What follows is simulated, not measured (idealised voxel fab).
process module | voxel air gaps
cross-section cut | 195 nm wide | cells 5 nm
A cross-section is a grid of square cells, given in bands from the top down. A band is one or more rows of cells.
Each band's line starts with the height of the band's top and of its bottom, in nm. Then come its materials from left to right, each with its width in nm. One material with "throughout" fills the band from edge to edge. "air" is empty space.
Height 0 is the level under which the wafer as received is all one material. The lowest band goes on downwards, as in "0 down".
A width such as "30 to 40" changes by the same amount from each row of cells to the next, from the band's top row to its bottom row.
"no change" after a step means that no cell of the cross-section changed.
closed voids: empty space of 8 cells or more with no open way to the top, each as width x height at its distance from the left edge, in nm
after a step's settings: what the simulator itself notes on the step
overlay nm, on a step with a mask: how far to the right of its planned place the mask lay; to the left if negative
plan
1 op RECEIVE | material Si
2 op CONFORMAL_DEP | material SiO2 | thk nm 10
3 op CONFORMAL_DEP | material SiN | thk nm 5
4 op DIRECTIONAL_DEP | material lowk | thk nm 35
5 op DIRECTIONAL_DEP | material aC | thk nm 15
6 op PATTERN | tone open | mask id LINES | material resist | width nm 15 | pitch nm 45 | thk nm 30 | overlay nm 0
7 op DIRECTIONAL_ETCH | etch materials aC | depth nm 15
8 op STRIP | etch materials resist
9 op DIRECTIONAL_ETCH | etch materials lowk | depth nm 35
10 op STRIP | etch materials aC
11 op CONFORMAL_DEP | material TiN | thk nm 5
12 op FILL_DEP | material Cu | thk nm 5
13 op CMP | height nm 50
14 op EPI | material Ru | thk nm 10
15 op SELECTIVE_ETCH | etch materials lowk | depth nm 45
16 op CONFORMAL_DEP | material SiN | thk nm 5
as received, after step 1
  0 down: Si throughout
  closed voids: none
first wafer at the end, as planned
  65 to 60: air 30 | SiN 135 | air 30
  60 to 50: air 30 | SiN 5 | Ru 35 | SiN 10 | Ru 35 | SiN 10 | Ru 35 | SiN 5 | air 30
  50 to 45: air 30 | SiN 15 | TiN 5 | Cu 5 | TiN 5 | SiN 30 | TiN 5 | Cu 5 | TiN 5 | SiN 30 | TiN 5 | Cu 5 | TiN 5 | SiN 15 | air 30
  45 to 20: air 40 | SiN 5 | TiN 5 | Cu 5 | TiN 5 | SiN 5 | air 20 | SiN 5 | TiN 5 | Cu 5 | TiN 5 | SiN 5 | air 20 | SiN 5 | TiN 5 | Cu 5 | TiN 5 | SiN 5 | air 40
  20 to 15: SiN 45 | TiN 15 | SiN 30 | TiN 15 | SiN 30 | TiN 15 | SiN 45
  15 to 10: SiN throughout
  10 to 0: SiO2 throughout
  0 down: Si throughout
  closed voids: 20 x 25 at 65; 20 x 25 at 110
second wafer at the end: like start, like plan, one mistake
  65 to 60: air 30 | lowk 135 | air 30
  60 to 50: air 30 | lowk 5 | Ru 35 | lowk 10 | Ru 35 | lowk 10 | Ru 35 | lowk 5 | air 30
  50 to 45: air 30 | lowk 15 | TiN 5 | Cu 5 | TiN 5 | lowk 30 | TiN 5 | Cu 5 | TiN 5 | lowk 30 | TiN 5 | Cu 5 | TiN 5 | lowk 15 | air 30
  45 to 20: air 40 | lowk 5 | TiN 5 | Cu 5 | TiN 5 | lowk 5 | air 20 | lowk 5 | TiN 5 | Cu 5 | TiN 5 | lowk 5 | air 20 | lowk 5 | TiN 5 | Cu 5 | TiN 5 | lowk 5 | air 40
  20 to 15: lowk 45 | TiN 15 | lowk 30 | TiN 15 | lowk 30 | TiN 15 | lowk 45
  15 to 10: SiN throughout
  10 to 0: SiO2 throughout
  0 down: Si throughout
  closed voids: 20 x 25 at 65; 20 x 25 at 110
what went wrong: step 16 ran as: op CONFORMAL_DEP | material lowk | thk nm 5
at the end the second wafer has, in cells: 117 fewer of SiN | 117 more of lowk
